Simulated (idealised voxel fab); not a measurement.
process module | voxel tone inversion
Cross-section cut: width 220 nm, square cells of 5 nm.
A cross-section is a grid of square cells, given in bands from the top down. A band is one or more rows of cells.
Top height, bottom height, nm. Materials left to right, width each, nm. Single material + "everywhere" = fills band edge to edge. "blank" = empty.
Basically, 0 is our baseline, since under it the wafer straight out of the box is all one material. The bottom band has no lower end and keeps on going down, so it looks like "from 0 down".
The expression "30 to 40" gives the width at the extremes of the band, the first number at its top row of cells and the second at its bottom row, with the width changing by equal amounts from each row to the next in between.
The designation "identical to before", where it is given for a processing step, indicates that no cell of the cross-section was altered in the course of that step.
"Closed void table" specifies each empty space that is not open to the top and that occupies no fewer than 8 cells, using the form width x height at distance, the distance measured from the left edge and all three quantities in nm.
It should be noted that, on the line of a given step, the content following the step's settings is a remark produced by the simulator itself with respect to that step.
overlay nm: mask right of planned place by this much (step with mask). Neg. = left.
Steps in the process plan
1. RECEIVE (material Si)
2. CONFORMAL_DEP (material SiN; thk nm 5)
3. DIRECTIONAL_DEP (material polySi; thk nm 20)
4. PATTERN (tone cover; mask id POSTS; material resist; width nm 15; pitch nm 45; thk nm 25; overlay nm 0)
5. DIRECTIONAL_ETCH (etch materials polySi; depth nm 20)
6. STRIP (etch materials resist)
7. FILL_DEP (material lowk; thk nm 10)
8. CMP (height nm 25)
9. STRIP (etch materials polySi)
This is the cross-section of the wafer as we received it, i.e. after step 1
	from 0 down: Si everywhere
	Closed void table: none
Cross-section taken at module completion on the first of two wafers; processed per the plan
	from 25 to 5: 35 of lowk, 15 of blank, 30 of lowk, 15 of blank, 30 of lowk, 15 of blank, 30 of lowk, 15 of blank, 35 of lowk
	from 5 to 0: SiN everywhere
	from 0 down: Si everywhere
	Closed void table: none
End of module, second wafer, cross-section. Started like the first, planned like the first, run with one mistake
	from 25 to 20: lowk everywhere
	from 20 to 0: 35 of lowk, 15 of polySi, 30 of lowk, 15 of polySi, 30 of lowk, 15 of polySi, 30 of lowk, 15 of polySi, 35 of lowk
	from 0 down: Si everywhere
	Closed void table: none
Diagnosis: plan step 2 skipped
At the finish, the second wafer shows more or fewer cells for some materials than the first does: SiN -44 | lowk +44 | polySi +48
